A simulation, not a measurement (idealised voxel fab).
Herein follows the process module entitled voxel transistor to metal.
Square cell edge 5 nm, section width 150 nm, ID cut.
Heads up, the way a cross-section reads in here is a grid of square cells, handed over as bands from the top down, with every band being one or more rows of cells.
Look at the band entry: it leads with the top's height and the bottom's height in nm. Then it lists the materials left to right, with a width in nm for each. The word "everywhere" on a single material says that material fills the band edge to edge. The word "empty" is empty space.
A quick word on heights: they are counted from 0, and under that level the wafer as it came to us is one material throughout. The lowest band is different from the rest in having no bottom; it simply continues downward, written as in "z 0 and below".
A width given as "30->40" starts at the first number in the band's top row and ends at the second number in its bottom row, shifting by an equal amount at every step from row to row.
Where a step carries "no modification", the cross-section came out of it unchanged, cell for cell.
Each empty space that has no open way to the top and spans at least 8 cells appears under "Closed internal voids" as width x height at distance, the distance counted from the left edge, all in nm.
Formally, on a step line, whatever follows the settings is a remark that the simulator itself makes on the step.
overlay nm: for a step with a mask, the amount by which the mask lay right of where it was planned; a negative amount means left of it.

Process steps - plan
1 RECEIVE,material Si
2 OXIDIZE,depth nm 5
3 CONFORMAL_DEP,material SiN,thk nm 10
4 MASKED_ETCH,tone cover,mask id ACTIVE,width nm 115,etch materials SiN,depth nm 10,overlay nm 0
5 MASKED_ETCH,tone cover,mask id ACTIVE,width nm 115,etch materials SiO2,depth nm 5,overlay nm 0
6 MASKED_ETCH,tone cover,mask id ACTIVE,width nm 115,etch materials Si,depth nm 20,overlay nm 0
7 FILL_DEP,material SiO2,thk nm 15
8 CMP,height nm 10
9 SELECTIVE_ETCH,etch materials SiO2,depth nm 5
10 STRIP,etch materials SiN
11 SELECTIVE_ETCH,etch materials SiO2,depth nm 5
12 OXIDIZE,depth nm 5
13 DIRECTIONAL_DEP,material polySi,thk nm 30
14 DIRECTIONAL_DEP,material SiCN,thk nm 15
15 MASKED_ETCH,tone cover,mask id GATE,width nm 35,etch materials SiCN,depth nm 25,overlay nm 0
16 MASKED_ETCH,tone cover,mask id GATE,width nm 35,etch materials polySi,depth nm 40,overlay nm 0
17 CONFORMAL_DEP,material SiN,thk nm 5
18 DIRECTIONAL_ETCH,etch materials SiN,depth nm 5
19 DIRECTIONAL_ETCH,etch materials SiO2,depth nm 5
20 DIRECTIONAL_ETCH,etch materials Si,depth nm 5
21 EPI,material nSi,thk nm 5
22 FILL_DEP,material SiO2,thk nm 10
23 CMP,height nm 25
24 STRIP,etch materials polySi
25 SELECTIVE_ETCH,etch materials SiO2,depth nm 5
26 CONFORMAL_DEP,material HfO2,thk nm 5
27 CONFORMAL_DEP,material TiN,thk nm 5
28 FILL_DEP,material W,thk nm 5
29 CMP,height nm 20
30 DIRECTIONAL_DEP,material SiO2,thk nm 15
31 DIRECTIONAL_DEP,material aC,thk nm 15
32 PATTERN,tone open,mask id CONTACT,material resist,width nm 15,pitch nm 80,thk nm 30,overlay nm 0
33 DIRECTIONAL_ETCH,etch materials aC,depth nm 15
34 STRIP,etch materials resist
35 DIRECTIONAL_ETCH,etch materials SiO2,depth nm 45
36 STRIP,etch materials aC
37 CONFORMAL_DEP,material TiN,thk nm 5
38 FILL_DEP,material W,thk nm 10
39 CMP,height nm 35
40 DIRECTIONAL_DEP,material TiN,thk nm 5
41 DIRECTIONAL_DEP,material Ru,thk nm 25
42 PATTERN,tone cover,mask id METAL_1,material resist,width nm 15,pitch nm 80,thk nm 15,overlay nm 0
43 DIRECTIONAL_ETCH,etch materials Ru,depth nm 25
44 DIRECTIONAL_ETCH,etch materials TiN,depth nm 5
45 STRIP,etch materials resist
46 FILL_DEP,material lowk,thk nm 10
47 CMP,height nm 65
48 CONFORMAL_DEP,material SiN,thk nm 5

The cross-section here shows the wafer as received, i.e. in its state after step 1
> z 0 and below | Si everywhere
> Closed internal voids: none

End-of-module cross-section. Starting structure and process plan as above; one mistake made in running it
> z 70 to 65 | SiN everywhere
> z 65 to 40 | lowk 25; Ru 15; lowk 65; Ru 15; lowk 30
> z 40 to 35 | lowk 25; TiN 15; lowk 65; TiN 15; lowk 30
> z 35 to 20 | SiO2 25; TiN 5; W 5; TiN 5; SiO2 65; TiN 5; W 5; TiN 5; SiO2 30
> z 20 to 0 | SiO2 25; TiN 5; W 5; TiN 5; SiO2 10; SiN 5; HfO2 5; TiN 5; W 15; TiN 5; HfO2 5; SiN 5; SiO2 10; TiN 5; W 5; TiN 5; SiO2 30
> z 0 to -5 | SiO2 10; SiN 5; SiO2 10; TiN 5; W 5; TiN 5; SiO2 10; SiN 5; HfO2 5; TiN 25; HfO2 5; SiN 5; SiO2 10; TiN 5; W 5; TiN 5; SiO2 10; SiN 5; SiO2 15
> z -5 to -10 | SiO2 25; TiN 15; SiO2 5; nSi 5; HfO2 45; nSi 5; SiO2 5; TiN 15; SiO2 30
> z -10 to -20 | SiO2 45; nSi 5; Si 45; nSi 5; SiO2 50
> z -20 to -25 | SiO2 15; nSi 35; Si 45; nSi 35; SiO2 20
> z -25 and below | Si everywhere
> Closed internal voids: none
What broke from the plan during processing? planned and actual differ for step 20; actual: DIRECTIONAL_ETCH,etch materials Si,depth nm 15
